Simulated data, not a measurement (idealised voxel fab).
process module | voxel capacitor over wiring
cross-section cut | 230 nm wide | cells 5 nm
A cross-section is a grid of square cells, given in bands from the top down. A band is one or more rows of cells.
Each band's line starts with the height of the band's top and of its bottom, in nm. Then come its materials from left to right, each with its width in nm. One material with "throughout" fills the band from edge to edge. "air" is empty space.
Height 0 is the level under which the wafer as received is all one material. The lowest band goes on downwards, as in "0 down".
A width such as "30 to 40" changes by the same amount from each row of cells to the next, from the band's top row to its bottom row.
"no change" after a step means that no cell of the cross-section changed.
closed voids: empty space of 8 cells or more with no open way to the top, each as width x height at its distance from the left edge, in nm
after a step's settings: what the simulator itself notes on the step
overlay nm, on a step with a mask: how far to the right of its planned place the mask lay; to the left if negative
plan
1 op RECEIVE | material Si
2 op CONFORMAL_DEP | material SiO2 | thk nm 10
3 op CONFORMAL_DEP | material SiN | thk nm 5
4 op DIRECTIONAL_DEP | material SiO2 | thk nm 25
5 op DIRECTIONAL_DEP | material aC | thk nm 10
6 op PATTERN | tone open | mask id METAL_1 | material resist | width nm 20 | pitch nm 90 | thk nm 30 | overlay nm 0
7 op DIRECTIONAL_ETCH | etch materials aC | depth nm 10
8 op STRIP | etch materials resist
9 op DIRECTIONAL_ETCH | etch materials SiO2 | depth nm 25
10 op DIRECTIONAL_ETCH | etch materials SiN | depth nm 5
11 op STRIP | etch materials aC
12 op CONFORMAL_DEP | material TiN | thk nm 5
13 op FILL_DEP | material Cu | thk nm 5
14 op CMP | height nm 40
15 op CONFORMAL_DEP | material SiCN | thk nm 5
16 op DIRECTIONAL_DEP | material lowk | thk nm 20
17 op DIRECTIONAL_DEP | material aC | thk nm 10
18 op PATTERN | tone open | mask id PLUG_1 | material resist | width nm 15 | thk nm 25 | overlay nm 0
19 op DIRECTIONAL_ETCH | etch materials aC | depth nm 10
20 op STRIP | etch materials resist
21 op DIRECTIONAL_ETCH | etch materials lowk | depth nm 20
22 op DIRECTIONAL_ETCH | etch materials SiCN | depth nm 5
23 op STRIP | etch materials aC
24 op CONFORMAL_DEP | material TiN | thk nm 5
25 op FILL_DEP | material W | thk nm 10
26 op CMP | height nm 65
27 op DIRECTIONAL_DEP | material TiN | thk nm 10
28 op DIRECTIONAL_DEP | material HfO2 | thk nm 5
29 op DIRECTIONAL_DEP | material TiN | thk nm 5
30 op DIRECTIONAL_DEP | material aC | thk nm 15
31 op PATTERN | tone cover | mask id UPPER_PLATE | material resist | width nm 75 | thk nm 35 | overlay nm 0
32 op DIRECTIONAL_ETCH | etch materials aC | depth nm 15
33 op STRIP | etch materials resist
34 op DIRECTIONAL_ETCH | etch materials TiN | depth nm 5
35 op DIRECTIONAL_ETCH | etch materials HfO2 | depth nm 5
36 op STRIP | etch materials aC
37 op PATTERN | tone cover | mask id LOWER_PLATE | material resist | width nm 85 | thk nm 20 | overlay nm 0
38 op DIRECTIONAL_ETCH | etch materials TiN | depth nm 10
39 op STRIP | etch materials resist
40 op FILL_DEP | material SiO2 | thk nm 15
41 op CMP | height nm 95
42 op MASKED_ETCH | tone open | mask id PLUG_2 | width nm 15 | etch materials SiO2 | depth nm 10 | overlay nm 0
43 op CONFORMAL_DEP | material TiN | thk nm 5
44 op FILL_DEP | material W | thk nm 10
45 op CMP | height nm 95
46 op CONFORMAL_DEP | material SiN | thk nm 5
as received, after step 1
  0 down: Si throughout
  closed voids: none
first wafer at the end, as planned
  100 to 95: SiN throughout
  95 to 90: SiO2 75 | TiN 5 | W 5 | TiN 5 | SiO2 140
  90 to 80: SiO2 75 to 65 | TiN 15 to 75 | SiO2 140 to 90
  80 to 75: SiO2 65 | HfO2 75 | SiO2 90
  75 to 65: SiO2 60 | TiN 85 | SiO2 85
  65 to 45: lowk 65 | TiN 5 | W 5 | TiN 5 | lowk 150
  45 to 40: SiCN 65 | TiN 15 | SiCN 150
  40 to 15: SiO2 60 | TiN 5 | Cu 10 | TiN 5 | SiO2 70 | TiN 5 | Cu 10 | TiN 5 | SiO2 60
  15 to 10: SiN 60 | TiN 20 | SiN 70 | TiN 20 | SiN 60
  10 to 0: SiO2 throughout
  0 down: Si throughout
  closed voids: none
second wafer at the end: like start, like plan, one mistake
  100 to 95: SiN throughout
  95 to 90: SiO2 75 | TiN 5 | W 5 | TiN 5 | SiO2 140
  90 to 80: SiO2 75 to 65 | TiN 15 to 75 | SiO2 140 to 90
  80 to 75: SiO2 65 | HfO2 75 | SiO2 90
  75 to 65: SiO2 60 | TiN 85 | SiO2 85
  65 to 45: lowk 65 | TiN 5 | W 5 | TiN 5 | lowk 150
  45 to 40: SiCN 65 | TiN 15 | SiCN 150
  40 to 20: SiO2 60 | TiN 5 | Cu 10 | TiN 5 | SiO2 70 | TiN 5 | Cu 10 | TiN 5 | SiO2 60
  20 to 15: SiO2 60 | TiN 20 | SiO2 70 | TiN 20 | SiO2 60
  15 to 5: SiO2 throughout
  5 to 0: SiN throughout
  0 down: Si throughout
  closed voids: none
what went wrong: steps 2 and 3 were swapped
at the end the second wafer has, in cells: 4 fewer of Cu | 8 more of SiN | 4 fewer of TiN
